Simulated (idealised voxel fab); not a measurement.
Module name: voxel released beams (process module)
The cross-section on display is named cut; it measures 220 nm wide, and its cells are 5 nm squares.
Bands, listed from the top down, are how a cross-section gets written in this document; the cross-section itself is a grid of square cells, and a band is one or more rows of them.
The band entry comprises the height of the band's top followed by the height of its bottom, expressed in nm, and subsequently the band's materials from left to right, each stated together with its width in nm. Where a single material is marked with the word "edge to edge", that material fills the band from edge to edge. The word "air" represents empty space.
Below 0: as-received wafer, all one material; heights counted from there. Lowest band: no bottom, goes on down, written "0 down".
Width spec "30..40" -> top row of cells at first value, bottom row at second value, equal per-row change in between.
Step note "no modifications" = no cross-section cell changed.
Sealed cavities: empty space of 8 cells or more with no open way to the top, each as width x height at its distance from the left edge, in nm
It should be noted that, on the line of a given step, the content following the step's settings is a remark produced by the simulator itself with respect to that step.
overlay nm, on a step with a mask: how far to the right of its planned place the mask lay; to the left if negative

### Intended process steps
- 1: RECEIVE with material Si
- 2: CONFORMAL_DEP with material SiN, thk nm 5
- 3: DIRECTIONAL_DEP with material SiO2, thk nm 10
- 4: MASKED_ETCH with tone open, mask id ANCHOR, width nm 35, etch materials SiO2, depth nm 10, overlay nm 0
- 5: CONFORMAL_DEP with material W, thk nm 10
- 6: MASKED_ETCH with tone cover, mask id BEAM, width nm 120, etch materials W, depth nm 10, overlay nm 0
- 7: STRIP with etch materials SiO2
Same starting wafers, different thk nm at step 2. Plan value belongs to the first wafer.

### Incoming state of the first of several wafers in cross-section: after step 1
0 down  Si edge to edge
Sealed cavities: none

### First of several wafers, sectioned at end of module (last step: step 7)
25 to 15  45 of air, then 15 of W, then 15 of air, then 90 of W, then 55 of air
15 to 5  50 of air, then 35 of W, then 135 of air
5 to 0  SiN edge to edge
0 down  Si edge to edge
Sealed cavities: none

### Showing the last wafer in cross-section at the end of the module
40 to 30  45 of air, then 15 of W, then 15 of air, then 90 of W, then 55 of air
30 to 20  50 of air, then 35 of W, then 135 of air
20 to 0  SiN edge to edge
0 down  Si edge to edge
Sealed cavities: none

### Where each wafer stands at the end of the module, a row apiece: cells of each material gained (+) or lost (-) since it was received, then closed voids
thk nm 5, +44 SiN, +56 W, Sealed cavities: none
thk nm 10, +88 SiN, +56 W, Sealed cavities: none
thk nm 15, +132 SiN, +56 W, Sealed cavities: none
thk nm 20, +176 SiN, +56 W, Sealed cavities: none
